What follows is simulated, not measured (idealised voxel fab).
Name of the process module below: voxel capacitor over wiring
The cross-section shown here is cut; it is 260 nm wide and divided into square cells measuring 5 nm on a side.
Cross-section spec: square-cell grid; bands listed top down; each band is one or more rows.
It is stipulated that each band's entry specify, in nanometres, the height of the top of the band and then that of its bottom, followed by the materials of the band in left-to-right sequence, each together with its width in nanometres. A single material marked by the word "throughout" is understood to fill the band from edge to edge; the word "blank" is understood to denote empty space.
We count height from 0. Below that, the starting wafer is all one material. The lowest band never ends at the bottom but goes on down; see "0 and below" for how that is written.
Graded width ("30->40"): value in top row of band = first number; value in bottom row = second number; row-to-row change constant.
Where a step carries "no modifications", the cross-section came out of it unchanged, cell for cell.
Empty spaces without an open route to the top, at least 8 cells in extent, make up the entry "Internal closed voids"; each is given as width x height at distance, where the distance is measured from the left edge, and all are in nm.
What comes after the settings on a step's line is commentary from the simulator itself on that step.
overlay nm: mask right of planned place by this much (step with mask). Neg. = left.
Planned process steps:
1,RECEIVE,material Si
2,CONFORMAL_DEP,material SiO2,thk nm 15
3,CONFORMAL_DEP,material SiCN,thk nm 5
4,DIRECTIONAL_DEP,material lowk,thk nm 25
5,DIRECTIONAL_DEP,material aC,thk nm 10
6,PATTERN,tone open,mask id METAL_1,material resist,width nm 20,pitch nm 80,thk nm 30,overlay nm 0
7,DIRECTIONAL_ETCH,etch materials aC,depth nm 10
8,STRIP,etch materials resist
9,DIRECTIONAL_ETCH,etch materials lowk,depth nm 25
10,DIRECTIONAL_ETCH,etch materials SiCN,depth nm 5
11,STRIP,etch materials aC
12,CONFORMAL_DEP,material TiN,thk nm 5
13,FILL_DEP,material Ru,thk nm 5
14,CMP,height nm 45
15,EPI,material Ru,thk nm 5
16,FILL_DEP,material SiCN,thk nm 5
17,DIRECTIONAL_DEP,material SiO2,thk nm 20
18,MASKED_ETCH,tone open,mask id PLUG_1,width nm 15,etch materials SiO2,depth nm 20,overlay nm 0
19,MASKED_ETCH,tone open,mask id PLUG_1,width nm 15,etch materials SiCN,depth nm 5,overlay nm 0
20,CONFORMAL_DEP,material TiN,thk nm 5
21,FILL_DEP,material W,thk nm 10
22,CMP,height nm 75
23,DIRECTIONAL_DEP,material TiN,thk nm 5
24,DIRECTIONAL_DEP,material Al2O3,thk nm 5
25,DIRECTIONAL_DEP,material TiN,thk nm 10
26,PATTERN,tone cover,mask id UPPER_PLATE,material resist,width nm 65,thk nm 15,overlay nm 0
27,DIRECTIONAL_ETCH,etch materials TiN,depth nm 10
28,DIRECTIONAL_ETCH,etch materials Al2O3,depth nm 5
29,STRIP,etch materials resist
30,PATTERN,tone cover,mask id LOWER_PLATE,material resist,width nm 75,thk nm 15,overlay nm 0
31,DIRECTIONAL_ETCH,etch materials TiN,depth nm 5
32,STRIP,etch materials resist
33,FILL_DEP,material SiO2,thk nm 20
34,CMP,height nm 110
35,PATTERN,tone open,mask id PLUG_2,material resist,width nm 15,thk nm 15,overlay nm 0
36,DIRECTIONAL_ETCH,etch materials SiO2,depth nm 15
37,STRIP,etch materials resist
38,CONFORMAL_DEP,material TiN,thk nm 5
39,FILL_DEP,material Ru,thk nm 10
40,CMP,height nm 110
41,CONFORMAL_DEP,material SiCN,thk nm 5
On the first of the two wafers: run conducted according to plan:
Shown in cross-section is the wafer as received, that is, as it stands after step 1:
- 0 and below | Si throughout
- Internal closed voids: none
Cross-section: wafer state after step 2:
- 15 down to 0 | SiO2 throughout
- Lower than 0, everything is as it was.
Cross-section: wafer state after step 3:
- 20 down to 15 | SiCN throughout
- Lower than 15, everything is as it was.
Cross-section: wafer state after step 4:
- 45 down to 20 | lowk throughout
- Lower than 20, everything is as it was.
Cross-section: wafer state after step 5:
- 55 down to 45 | aC throughout
- Lower than 45, everything is as it was.
Cross-section: wafer state after step 6:
- 85 down to 55 | 80 nm resist  20 nm blank  60 nm resist  20 nm blank  80 nm resist
- Lower than 55, everything is as it was.
Cross-section: wafer state after step 7:
- 75 down to 55 | 80 nm resist  20 nm blank  60 nm resist  20 nm blank  80 nm resist
- 55 down to 45 | 80 nm aC  20 nm blank  60 nm aC  20 nm blank  80 nm aC
- Lower than 45, everything is as it was.
Cross-section: wafer state after step 8:
- 55 down to 45 | 80 nm aC  20 nm blank  60 nm aC  20 nm blank  80 nm aC
- Lower than 45, everything is as it was.
Cross-section: wafer state after step 9:
- 55 down to 45 | 80 nm aC  20 nm blank  60 nm aC  20 nm blank  80 nm aC
- 45 down to 20 | 80 nm lowk  20 nm blank  60 nm lowk  20 nm blank  80 nm lowk
- Lower than 20, everything is as it was.
Cross-section: wafer state after step 10:
- 55 down to 45 | 80 nm aC  20 nm blank  60 nm aC  20 nm blank  80 nm aC
- 45 down to 20 | 80 nm lowk  20 nm blank  60 nm lowk  20 nm blank  80 nm lowk
- 20 down to 15 | 80 nm SiCN  20 nm blank  60 nm SiCN  20 nm blank  80 nm SiCN
- Lower than 15, everything is as it was.
Cross-section: wafer state after step 11:
- 45 down to 20 | 80 nm lowk  20 nm blank  60 nm lowk  20 nm blank  80 nm lowk
- Lower than 20, everything is as it was.
Cross-section: wafer state after step 12:
- 50 down to 45 | 85 nm TiN  10 nm blank  70 nm TiN  10 nm blank  85 nm TiN
- 45 down to 20 | 80 nm lowk  5 nm TiN  10 nm blank  5 nm TiN  60 nm lowk  5 nm TiN  10 nm blank  5 nm TiN  80 nm lowk
- 20 down to 15 | 80 nm SiCN  20 nm TiN  60 nm SiCN  20 nm TiN  80 nm SiCN
- Lower than 15, everything is as it was.
Cross-section: wafer state after step 13:
- 55 down to 50 | Ru throughout
- 50 down to 45 | 85 nm TiN  10 nm Ru  70 nm TiN  10 nm Ru  85 nm TiN
- 45 down to 20 | 80 nm lowk  5 nm TiN  10 nm Ru  5 nm TiN  60 nm lowk  5 nm TiN  10 nm Ru  5 nm TiN  80 nm lowk
- Lower than 20, everything is as it was.
Cross-section: wafer state after step 14:
- 45 down to 20 | 80 nm lowk  5 nm TiN  10 nm Ru  5 nm TiN  60 nm lowk  5 nm TiN  10 nm Ru  5 nm TiN  80 nm lowk
- Lower than 20, everything is as it was.
Cross-section: wafer state after step 15:
- 50 down to 45 | 75 nm blank  30 nm Ru  50 nm blank  30 nm Ru  75 nm blank
- Lower than 45, everything is as it was.
Cross-section: wafer state after step 16:
- 55 down to 50 | SiCN throughout
- 50 down to 45 | 75 nm SiCN  30 nm Ru  50 nm SiCN  30 nm Ru  75 nm SiCN
- Lower than 45, everything is as it was.
Cross-section: wafer state after step 17:
- 75 down to 55 | SiO2 throughout
- Lower than 55, everything is as it was.
Cross-section: wafer state after step 18:
- 75 down to 55 | 85 nm SiO2  15 nm blank  160 nm SiO2
- Lower than 55, everything is as it was.
Cross-section: wafer state after step 19:
- 75 down to 55 | 85 nm SiO2  15 nm blank  160 nm SiO2
- 55 down to 50 | 85 nm SiCN  15 nm blank  160 nm SiCN
- Lower than 50, everything is as it was.
Cross-section: wafer state after step 20:
- 80 down to 75 | 90 nm TiN  5 nm blank  165 nm TiN
- 75 down to 55 | 85 nm SiO2  5 nm TiN  5 nm blank  5 nm TiN  160 nm SiO2
- 55 down to 50 | 85 nm SiCN  15 nm TiN  160 nm SiCN
- Lower than 50, everything is as it was.
Cross-section: wafer state after step 21:
- 90 down to 80 | W throughout
- 80 down to 75 | 90 nm TiN  5 nm W  165 nm TiN
- 75 down to 55 | 85 nm SiO2  5 nm TiN  5 nm W  5 nm TiN  160 nm SiO2
- Lower than 55, everything is as it was.
Cross-section: wafer state after step 22:
- 75 down to 55 | 85 nm SiO2  5 nm TiN  5 nm W  5 nm TiN  160 nm SiO2
- Lower than 55, everything is as it was.
Cross-section: wafer state after step 23:
- 80 down to 75 | TiN throughout
- Lower than 75, everything is as it was.
Cross-section: wafer state after step 24:
- 85 down to 80 | Al2O3 throughout
- Lower than 80, everything is as it was.
Cross-section: wafer state after step 25:
- 95 down to 85 | TiN throughout
- Lower than 85, everything is as it was.
Cross-section: wafer state after step 26:
- 110 down to 95 | 85 nm blank  65 nm resist  110 nm blank
- Lower than 95, everything is as it was.
Cross-section: wafer state after step 27:
- 110 down to 95 | 85 nm blank  65 nm resist  110 nm blank
- 95 down to 85 | 85 nm blank  65 nm TiN  110 nm blank
- Lower than 85, everything is as it was.
Cross-section: wafer state after step 28:
- 110 down to 95 | 85 nm blank  65 nm resist  110 nm blank
- 95 down to 85 | 85 nm blank  65 nm TiN  110 nm blank
- 85 down to 80 | 85 nm blank  65 nm Al2O3  110 nm blank
- Lower than 80, everything is as it was.
Cross-section: wafer state after step 29:
- 95 down to 85 | 85 nm blank  65 nm TiN  110 nm blank
- Lower than 85, everything is as it was.
Cross-section: wafer state after step 30:
- 110 down to 95 | 80 nm blank  75 nm resist  105 nm blank
- 95 down to 85 | 80 nm blank  5 nm resist  65 nm TiN  5 nm resist  105 nm blank
- 85 down to 80 | 80 nm blank  5 nm resist  65 nm Al2O3  5 nm resist  105 nm blank
- Lower than 80, everything is as it was.
Cross-section: wafer state after step 31:
- 110 down to 95 | 80 nm blank  75 nm resist  105 nm blank
- 95 down to 85 | 80 nm blank  5 nm resist  65 nm TiN  5 nm resist  105 nm blank
- 85 down to 80 | 80 nm blank  5 nm resist  65 nm Al2O3  5 nm resist  105 nm blank
- 80 down to 75 | 80 nm blank  75 nm TiN  105 nm blank
- Lower than 75, everything is as it was.
Cross-section: wafer state after step 32:
- 95 down to 85 | 85 nm blank  65 nm TiN  110 nm blank
- 85 down to 80 | 85 nm blank  65 nm Al2O3  110 nm blank
- Lower than 80, everything is as it was.
Cross-section: wafer state after step 33:
- 115 down to 95 | SiO2 throughout
- 95 down to 85 | 85 nm SiO2  65 nm TiN  110 nm SiO2
- 85 down to 80 | 85 nm SiO2  65 nm Al2O3  110 nm SiO2
- 80 down to 75 | 80 nm SiO2  75 nm TiN  105 nm SiO2
- Lower than 75, everything is as it was.
Cross-section: wafer state after step 34:
- 110 down to 95 | SiO2 throughout
- Lower than 95, everything is as it was.
Cross-section: wafer state after step 35:
- 125 down to 110 | 95 nm resist  15 nm blank  150 nm resist
- Lower than 110, everything is as it was.
Cross-section: wafer state after step 36:
- 125 down to 110 | 95 nm resist  15 nm blank  150 nm resist
- 110 down to 95 | 95 nm SiO2  15 nm blank  150 nm SiO2
- Lower than 95, everything is as it was.
Cross-section: wafer state after step 37:
- 110 down to 95 | 95 nm SiO2  15 nm blank  150 nm SiO2
- Lower than 95, everything is as it was.
Cross-section: wafer state after step 38:
- 115 down to 110 | 100 nm TiN  5 nm blank  155 nm TiN
- 110 down to 100 | 95 nm SiO2  5 nm TiN  5 nm blank  5 nm TiN  150 nm SiO2
- 100 down to 95 | 95 nm SiO2  15 nm TiN  150 nm SiO2
- Lower than 95, everything is as it was.
Cross-section: wafer state after step 39:
- 125 down to 115 | Ru throughout
- 115 down to 110 | 100 nm TiN  5 nm Ru  155 nm TiN
- 110 down to 100 | 95 nm SiO2  5 nm TiN  5 nm Ru  5 nm TiN  150 nm SiO2
- Lower than 100, everything is as it was.
Cross-section: wafer state after step 40:
- 110 down to 100 | 95 nm SiO2  5 nm TiN  5 nm Ru  5 nm TiN  150 nm SiO2
- Lower than 100, everything is as it was.
Cross-section: wafer state after step 41:
- 115 down to 110 | SiCN throughout
- Lower than 110, everything is as it was.
Wafer two of two - same starting point, same process plan, one mistake in execution; matches wafer one up to and including step 32:
Cross-section: second wafer, time at which step 33 was scheduled to end:
- 115 down to 95 | lowk throughout
- 95 down to 85 | 85 nm lowk  65 nm TiN  110 nm lowk
- 85 down to 80 | 85 nm lowk  65 nm Al2O3  110 nm lowk
- 80 down to 75 | 80 nm lowk  75 nm TiN  105 nm lowk
- Lower than 75, everything is as it was.
Cross-section: second wafer, time at which step 34 was scheduled to end:
- 110 down to 95 | lowk throughout
- Lower than 95, everything is as it was.
Cross-section: second wafer, time at which step 35 was scheduled to end:
- 125 down to 110 | 95 nm resist  15 nm blank  150 nm resist
- Lower than 110, everything is as it was.
Cross-section: second wafer, time at which step 36 was scheduled to end: no modifications
Cross-section: second wafer, time at which step 37 was scheduled to end:
- 110 down to 95 | lowk throughout
- Lower than 95, everything is as it was.
Cross-section: second wafer, time at which step 38 was scheduled to end:
- 115 down to 110 | TiN throughout
- Lower than 110, everything is as it was.
Cross-section: second wafer, time at which step 39 was scheduled to end:
- 125 down to 115 | Ru throughout
- Lower than 115, everything is as it was.
Cross-section: second wafer, time at which step 40 was scheduled to end:
- 110 down to 95 | lowk throughout
- Lower than 95, everything is as it was.
Cross-section: second wafer, time at which step 41 was scheduled to end:
- 115 down to 110 | SiCN throughout
- Lower than 110, everything is as it was.
Here's what went sideways: heads up, step 33 didn't go per plan, it actually ran as FILL_DEP,material lowk,thk nm 20
Final difference in cells, second wafer against first, listed per material as more or fewer: -2 Ru | -301 SiO2 | -7 TiN | +310 lowk
